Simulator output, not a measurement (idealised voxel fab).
Process module name: voxel gate over fins
The cross-section shown here is cut; it is 170 nm wide and divided into square cells measuring 5 nm on a side.
Bands, listed from the top down, are how a cross-section gets written in this document; the cross-section itself is a grid of square cells, and a band is one or more rows of them. A band entry consists of two parts. The first gives the height of the band's top and the height of its bottom, in nm. The rest lists the band's materials from left to right, each with its width in nm. A single material labelled with the word "all across" fills the band from edge to edge, and the word "blank" marks empty space. Height datum 0, below which the as-received substrate wafer is one material. Lowest band open at the bottom, running downward: "0 down". Per-row width for "30 to 40": begins at first number (top row of band), ends at second number (bottom row), increment between rows held constant. "nothing changed", as given for a step, is the statement that not any cell of the cross-section underwent a change during that step. For the entry "Closed void register", the listed items are empty spaces with no open way to the top whose size is 8 cells or more; each item follows the pattern width x height at distance, where distance is from the left edge and all three are in nm. It should be noted that, on the line of a given step, the content following the step's settings is a remark produced by the simulator itself with respect to that step. overlay nm: on a step with a mask, how far right of its planned place the mask lay; negative means left.

The process steps that were planned are listed below
1) RECEIVE,material Si
2) CONFORMAL_DEP,material SiN,thk nm 5
3) MASKED_ETCH,tone cover,mask id FINS,width nm 15,pitch nm 60,etch materials SiN,depth nm 5,overlay nm 0
4) MASKED_ETCH,tone cover,mask id FINS,width nm 15,pitch nm 60,etch materials Si,depth nm 40,overlay nm 0
5) FILL_DEP,material SiO2,thk nm 10
6) CMP,height nm 5
7) DIRECTIONAL_DEP,material aC,thk nm 10
8) PATTERN,tone open,mask id RAIL,material resist,width nm 15,thk nm 25,overlay nm 0
9) DIRECTIONAL_ETCH,etch materials aC,depth nm 10
10) STRIP,etch materials resist
11) DIRECTIONAL_ETCH,etch materials SiO2,depth nm 40
12) STRIP,etch materials aC
13) CONFORMAL_DEP,material TiN,thk nm 5
14) FILL_DEP,material Ru,thk nm 5
15) CMP,height nm 5
16) SELECTIVE_ETCH,etch materials W Ru TiN,depth nm 20
17) FILL_DEP,material SiO2,thk nm 5
18) CMP,height nm 5
19) SELECTIVE_ETCH,etch materials SiO2,depth nm 15
20) STRIP,etch materials SiN
21) CONFORMAL_DEP,material HfO2,thk nm 5
22) CONFORMAL_DEP,material TiN,thk nm 5
23) FILL_DEP,material W,thk nm 15
24) CMP,height nm 20
25) CONFORMAL_DEP,material SiCN,thk nm 10

Wafer cross-section on receipt, i.e. after step 1
* 0 down | Si all across
* Closed void register: none

First of two wafers: cross-section at end of module, run per plan
* 30 to 20 | SiCN all across
* 20 to 10 | W all across
* 10 to 5 | 35 W, 35 TiN, 25 W, 35 TiN, 40 W
* 5 to 0 | 35 W, 5 TiN, 25 HfO2, 5 TiN, 25 W, 5 TiN, 25 HfO2, 5 TiN, 40 W
* 0 to -5 | 40 TiN, 5 HfO2, 15 Si, 5 HfO2, 35 TiN, 5 HfO2, 15 Si, 5 HfO2, 45 TiN
* -5 to -10 | 45 HfO2, 15 Si, 45 HfO2, 15 Si, 50 HfO2
* -10 to -15 | 45 SiO2, 15 Si, 45 SiO2, 15 Si, 50 SiO2
* -15 to -30 | 45 SiO2, 15 Si, 15 SiO2, 5 TiN, 5 Ru, 5 TiN, 15 SiO2, 15 Si, 50 SiO2
* -30 to -35 | 45 SiO2, 15 Si, 15 SiO2, 15 TiN, 15 SiO2, 15 Si, 50 SiO2
* -35 to -40 | 45 SiO2, 15 Si, 45 SiO2, 15 Si, 50 SiO2
* -40 down | Si all across
* Closed void register: none

Wafer two (of two), end-of-module cross-section: start = wafer one, plan = wafer one, one run mistake
* 30 to 20 | SiCN all across
* 20 to 10 | W all across
* 10 to 5 | 35 W, 35 TiN, 25 W, 35 TiN, 40 W
* 5 to 0 | 35 W, 5 TiN, 25 HfO2, 5 TiN, 25 W, 5 TiN, 25 HfO2, 5 TiN, 40 W
* 0 to -5 | 40 TiN, 5 HfO2, 15 Si, 5 HfO2, 35 TiN, 5 HfO2, 15 Si, 5 HfO2, 45 TiN
* -5 to -10 | 35 HfO2, 5 TiN, 5 HfO2, 15 Si, 5 HfO2, 5 TiN, 25 HfO2, 5 TiN, 5 HfO2, 15 Si, 5 HfO2, 5 TiN, 40 HfO2
* -10 to -15 | 30 SiO2, 15 HfO2, 15 Si, 15 HfO2, 15 SiO2, 15 HfO2, 15 Si, 15 HfO2, 35 SiO2
* -15 to -30 | 45 SiO2, 15 Si, 15 SiO2, 5 TiN, 5 Ru, 5 TiN, 15 SiO2, 15 Si, 50 SiO2
* -30 to -35 | 45 SiO2, 15 Si, 15 SiO2, 15 TiN, 15 SiO2, 15 Si, 50 SiO2
* -35 to -40 | 45 SiO2, 15 Si, 45 SiO2, 15 Si, 50 SiO2
* -40 down | Si all across
* Closed void register: none
Which mistake was made when the wafer was run? the executed order of steps 19 and 20 is the reverse of that specified in the plan, each step having taken the other's position
End of process, cell counts, second wafer against first, materials with more or fewer: 8 more of HfO2; 12 fewer of SiO2; 4 more of TiN
